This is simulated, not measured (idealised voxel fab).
process module | voxel air gaps
cross-section cut | 220 nm wide | cells 5 nm
A cross-section is a grid of square cells, given in bands from the top down. A band is one or more rows of cells.
Each band's line starts with the height of the band's top and of its bottom, in nm. Then come its materials from left to right, each with its width in nm. One material with "throughout" fills the band from edge to edge. "air" is empty space.
Height 0 is the level under which the wafer as received is all one material. The lowest band goes on downwards, as in "0 down".
A width such as "30 to 40" changes by the same amount from each row of cells to the next, from the band's top row to its bottom row.
"no change" after a step means that no cell of the cross-section changed.
closed voids: empty space of 8 cells or more with no open way to the top, each as width x height at its distance from the left edge, in nm
after a step's settings: what the simulator itself notes on the step
overlay nm, on a step with a mask: how far to the right of its planned place the mask lay; to the left if negative
plan
1 op RECEIVE | material Si
2 op CONFORMAL_DEP | material SiO2 | thk nm 15
3 op CONFORMAL_DEP | material SiCN | thk nm 5
4 op DIRECTIONAL_DEP | material SiO2 | thk nm 30
5 op DIRECTIONAL_DEP | material aC | thk nm 10
6 op PATTERN | tone open | mask id LINES | material resist | width nm 20 | pitch nm 45 | thk nm 30 | overlay nm 0
7 op DIRECTIONAL_ETCH | etch materials aC | depth nm 10
8 op STRIP | etch materials resist
9 op DIRECTIONAL_ETCH | etch materials SiO2 | depth nm 30
10 op STRIP | etch materials aC
11 op CONFORMAL_DEP | material TiN | thk nm 5
12 op FILL_DEP | material W | thk nm 10
13 op CMP | height nm 50
14 op EPI | material Ru | thk nm 10
15 op SELECTIVE_ETCH | etch materials SiO2 | depth nm 40
16 op CONFORMAL_DEP | material SiCN | thk nm 5
first wafer, as planned
as received, after step 1
  0 down: Si throughout
  closed voids: none
after step 2
  15 to 0: SiO2 throughout
  below 0: unchanged
after step 3
  20 to 15: SiCN throughout
  below 15: unchanged
after step 4
  50 to 20: SiO2 throughout
  below 20: unchanged
after step 5
  60 to 50: aC throughout
  below 50: unchanged
after step 6
  90 to 60: resist 30 | air 20 | resist 25 | air 20 | resist 25 | air 20 | resist 25 | air 20 | resist 35
  below 60: unchanged
after step 7
  80 to 60: resist 30 | air 20 | resist 25 | air 20 | resist 25 | air 20 | resist 25 | air 20 | resist 35
  60 to 50: aC 30 | air 20 | aC 25 | air 20 | aC 25 | air 20 | aC 25 | air 20 | aC 35
  below 50: unchanged
after step 8
  60 to 50: aC 30 | air 20 | aC 25 | air 20 | aC 25 | air 20 | aC 25 | air 20 | aC 35
  below 50: unchanged
after step 9
  60 to 50: aC 30 | air 20 | aC 25 | air 20 | aC 25 | air 20 | aC 25 | air 20 | aC 35
  50 to 20: SiO2 30 | air 20 | SiO2 25 | air 20 | SiO2 25 | air 20 | SiO2 25 | air 20 | SiO2 35
  below 20: unchanged
after step 10
  50 to 20: SiO2 30 | air 20 | SiO2 25 | air 20 | SiO2 25 | air 20 | SiO2 25 | air 20 | SiO2 35
  below 20: unchanged
after step 11
  55 to 50: TiN 35 | air 10 | TiN 35 | air 10 | TiN 35 | air 10 | TiN 35 | air 10 | TiN 40
  50 to 25: SiO2 30 | TiN 5 | air 10 | TiN 5 | SiO2 25 | TiN 5 | air 10 | TiN 5 | SiO2 25 | TiN 5 | air 10 | TiN 5 | SiO2 25 | TiN 5 | air 10 | TiN 5 | SiO2 35
  25 to 20: SiO2 30 | TiN 20 | SiO2 25 | TiN 20 | SiO2 25 | TiN 20 | SiO2 25 | TiN 20 | SiO2 35
  below 20: unchanged
after step 12
  65 to 55: W throughout
  55 to 50: TiN 35 | W 10 | TiN 35 | W 10 | TiN 35 | W 10 | TiN 35 | W 10 | TiN 40
  50 to 25: SiO2 30 | TiN 5 | W 10 | TiN 5 | SiO2 25 | TiN 5 | W 10 | TiN 5 | SiO2 25 | TiN 5 | W 10 | TiN 5 | SiO2 25 | TiN 5 | W 10 | TiN 5 | SiO2 35
  below 25: unchanged
after step 13
  50 to 25: SiO2 30 | TiN 5 | W 10 | TiN 5 | SiO2 25 | TiN 5 | W 10 | TiN 5 | SiO2 25 | TiN 5 | W 10 | TiN 5 | SiO2 25 | TiN 5 | W 10 | TiN 5 | SiO2 35
  below 25: unchanged
after step 14
  60 to 50: air 20 | Ru 40 | air 5 | Ru 40 | air 5 | Ru 40 | air 5 | Ru 40 | air 25
  below 50: unchanged
after step 15
  60 to 50: air 20 | Ru 40 | air 5 | Ru 40 | air 5 | Ru 40 | air 5 | Ru 40 | air 25
  50 to 25: air 30 | TiN 5 | W 10 | TiN 5 | air 25 | TiN 5 | W 10 | TiN 5 | air 25 | TiN 5 | W 10 | TiN 5 | air 25 | TiN 5 | W 10 | TiN 5 | air 35
  25 to 20: air 30 | TiN 20 | air 25 | TiN 20 | air 25 | TiN 20 | air 25 | TiN 20 | air 35
  below 20: unchanged
after step 16
  65 to 60: air 15 | SiCN 185 | air 20
  60 to 50: air 15 | SiCN 5 | Ru 40 | SiCN 5 | Ru 40 | SiCN 5 | Ru 40 | SiCN 5 | Ru 40 | SiCN 5 | air 20
  50 to 45: air 15 | SiCN 15 | TiN 5 | W 10 | TiN 5 | SiCN 25 | TiN 5 | W 10 | TiN 5 | SiCN 25 | TiN 5 | W 10 | TiN 5 | SiCN 25 | TiN 5 | W 10 | TiN 5 | SiCN 15 | air 20
  45 to 25: air 25 | SiCN 5 | TiN 5 | W 10 | TiN 5 | SiCN 5 | air 15 | SiCN 5 | TiN 5 | W 10 | TiN 5 | SiCN 5 | air 15 | SiCN 5 | TiN 5 | W 10 | TiN 5 | SiCN 5 | air 15 | SiCN 5 | TiN 5 | W 10 | TiN 5 | SiCN 5 | air 30
  25 to 20: SiCN 30 | TiN 20 | SiCN 25 | TiN 20 | SiCN 25 | TiN 20 | SiCN 25 | TiN 20 | SiCN 35
  below 20: unchanged
  closed voids: 15 x 20 at 55; 15 x 20 at 100; 15 x 20 at 145
second wafer: like start, like plan, one mistake. Through step 5 it matches the first wafer
when step 6 should have ended
  90 to 60: resist 40 | air 20 | resist 25 | air 20 | resist 25 | air 20 | resist 25 | air 20 | resist 25
  below 60: unchanged
when step 7 should have ended
  80 to 60: resist 40 | air 20 | resist 25 | air 20 | resist 25 | air 20 | resist 25 | air 20 | resist 25
  60 to 50: aC 40 | air 20 | aC 25 | air 20 | aC 25 | air 20 | aC 25 | air 20 | aC 25
  below 50: unchanged
when step 8 should have ended
  60 to 50: aC 40 | air 20 | aC 25 | air 20 | aC 25 | air 20 | aC 25 | air 20 | aC 25
  below 50: unchanged
when step 9 should have ended
  60 to 50: aC 40 | air 20 | aC 25 | air 20 | aC 25 | air 20 | aC 25 | air 20 | aC 25
  50 to 20: SiO2 40 | air 20 | SiO2 25 | air 20 | SiO2 25 | air 20 | SiO2 25 | air 20 | SiO2 25
  below 20: unchanged
when step 10 should have ended
  50 to 20: SiO2 40 | air 20 | SiO2 25 | air 20 | SiO2 25 | air 20 | SiO2 25 | air 20 | SiO2 25
  below 20: unchanged
when step 11 should have ended
  55 to 50: TiN 45 | air 10 | TiN 35 | air 10 | TiN 35 | air 10 | TiN 35 | air 10 | TiN 30
  50 to 25: SiO2 40 | TiN 5 | air 10 | TiN 5 | SiO2 25 | TiN 5 | air 10 | TiN 5 | SiO2 25 | TiN 5 | air 10 | TiN 5 | SiO2 25 | TiN 5 | air 10 | TiN 5 | SiO2 25
  25 to 20: SiO2 40 | TiN 20 | SiO2 25 | TiN 20 | SiO2 25 | TiN 20 | SiO2 25 | TiN 20 | SiO2 25
  below 20: unchanged
when step 12 should have ended
  65 to 55: W throughout
  55 to 50: TiN 45 | W 10 | TiN 35 | W 10 | TiN 35 | W 10 | TiN 35 | W 10 | TiN 30
  50 to 25: SiO2 40 | TiN 5 | W 10 | TiN 5 | SiO2 25 | TiN 5 | W 10 | TiN 5 | SiO2 25 | TiN 5 | W 10 | TiN 5 | SiO2 25 | TiN 5 | W 10 | TiN 5 | SiO2 25
  below 25: unchanged
when step 13 should have ended
  50 to 25: SiO2 40 | TiN 5 | W 10 | TiN 5 | SiO2 25 | TiN 5 | W 10 | TiN 5 | SiO2 25 | TiN 5 | W 10 | TiN 5 | SiO2 25 | TiN 5 | W 10 | TiN 5 | SiO2 25
  below 25: unchanged
when step 14 should have ended
  60 to 50: air 30 | Ru 40 | air 5 | Ru 40 | air 5 | Ru 40 | air 5 | Ru 40 | air 15
  below 50: unchanged
when step 15 should have ended
  60 to 50: air 30 | Ru 40 | air 5 | Ru 40 | air 5 | Ru 40 | air 5 | Ru 40 | air 15
  50 to 25: air 40 | TiN 5 | W 10 | TiN 5 | air 25 | TiN 5 | W 10 | TiN 5 | air 25 | TiN 5 | W 10 | TiN 5 | air 25 | TiN 5 | W 10 | TiN 5 | air 25
  25 to 20: air 40 | TiN 20 | air 25 | TiN 20 | air 25 | TiN 20 | air 25 | TiN 20 | air 25
  below 20: unchanged
when step 16 should have ended
  65 to 60: air 25 | SiCN 185 | air 10
  60 to 50: air 25 | SiCN 5 | Ru 40 | SiCN 5 | Ru 40 | SiCN 5 | Ru 40 | SiCN 5 | Ru 40 | SiCN 5 | air 10
  50 to 45: air 25 | SiCN 15 | TiN 5 | W 10 | TiN 5 | SiCN 25 | TiN 5 | W 10 | TiN 5 | SiCN 25 | TiN 5 | W 10 | TiN 5 | SiCN 25 | TiN 5 | W 10 | TiN 5 | SiCN 15 | air 10
  45 to 25: air 35 | SiCN 5 | TiN 5 | W 10 | TiN 5 | SiCN 5 | air 15 | SiCN 5 | TiN 5 | W 10 | TiN 5 | SiCN 5 | air 15 | SiCN 5 | TiN 5 | W 10 | TiN 5 | SiCN 5 | air 15 | SiCN 5 | TiN 5 | W 10 | TiN 5 | SiCN 5 | air 20
  25 to 20: SiCN 40 | TiN 20 | SiCN 25 | TiN 20 | SiCN 25 | TiN 20 | SiCN 25 | TiN 20 | SiCN 25
  below 20: unchanged
  closed voids: 15 x 20 at 65; 15 x 20 at 110; 15 x 20 at 155
what went wrong: step 6 ran as: op PATTERN | tone open | mask id LINES | material resist | width nm 20 | pitch nm 45 | thk nm 30 | overlay nm 10
at the end the second wafer has, in cells: as many of each material as the first, in other places
